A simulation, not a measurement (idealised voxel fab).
Process module, titled voxel ribs on slabs
Cross-section cut: width 260 nm, square cells of 5 nm.
Think of the cross-section as a grid of square cells. We describe it in bands, top to bottom, and each band covers one or more rows of those cells.
Band: top height; bottom height; in nm. Then, left to right: material with width in nm, for each material. "all across": a single material spanning edge to edge. "blank": empty space.
Heights are reckoned from 0. Under this level, the received wafer is all of one material. The bottommost band is open-ended downward, for example "z 0 and below".
So if you see something like "30 to 40" for the width, read it as the top row of the band sitting at the first number and the bottom row at the second, with every row in between moving by the same amount as the last.
What does "nothing different" mean for a step? It means no cell of the cross-section changed in that step.
The list in "Closed void roster" covers empty spaces of 8 cells or more that cannot reach the top through any open way, and it gives each as width x height at distance; the distance is from the left edge, and width, height and distance are in nm.
Where a step's line continues beyond its settings, the continuation is a remark by the simulator itself on that step.
overlay nm: right-of-plan distance of the mask on a masked step; negative values mean left-of-plan.
Process steps (planned)
step 1: op RECEIVE | material Si
step 2: op DIRECTIONAL_DEP | material SiO2 | thk nm 30
step 3: op DIRECTIONAL_DEP | material SiN | thk nm 15
step 4: op PATTERN | tone cover | mask id RIB | material resist | width nm 25 | thk nm 15 | overlay nm 0
step 5: op DIRECTIONAL_ETCH | etch materials SiN | depth nm 5
step 6: op STRIP | etch materials resist
step 7: op MASKED_ETCH | tone cover | mask id SLAB | width nm 55 | etch materials SiN | depth nm 10 | overlay nm 0
step 8: op FILL_DEP | material SiO2 | thk nm 25
step 9: op CMP | height nm 65
step 10: op DIRECTIONAL_DEP | material TiN | thk nm 5
step 11: op MASKED_ETCH | tone cover | mask id HEATER | width nm 35 | etch materials TiN | depth nm 5 | overlay nm 0
step 12: op CONFORMAL_DEP | material SiO2 | thk nm 5
So this is the incoming wafer in cross-section - it's already been through step 1
z 0 and below: Si all across
Closed void roster: none
Looking at the first of two wafers in cross-section at end of module - ran to plan
z 75 to 70: 105 blank; 45 SiO2; 110 blank
z 70 to 65: 110 SiO2; 35 TiN; 115 SiO2
z 65 to 45: SiO2 all across
z 45 to 40: 115 SiO2; 25 SiN; 120 SiO2
z 40 to 30: 100 SiO2; 55 SiN; 105 SiO2
z 30 to 0: SiO2 all across
z 0 and below: Si all across
Closed void roster: none
Cross-section of the latter of the two wafers at module completion. It had an identical start and an identical plan to the former; in running it, one mistake was made
z 75 to 70: 105 blank; 45 SiO2; 110 blank
z 70 to 65: 110 SiO2; 35 TiN; 115 SiO2
z 65 to 15: SiO2 all across
z 15 to 0: SiN all across
z 0 and below: Si all across
Closed void roster: none
Which mistake was made when the wafer was run? the executed order of steps 2 and 3 is the reverse of that specified in the plan, each step having taken the other's position
Wrapping up, a cell-based count of both wafers puts the second over or under the first for these materials: SiN: 129 more, SiO2: 129 fewer
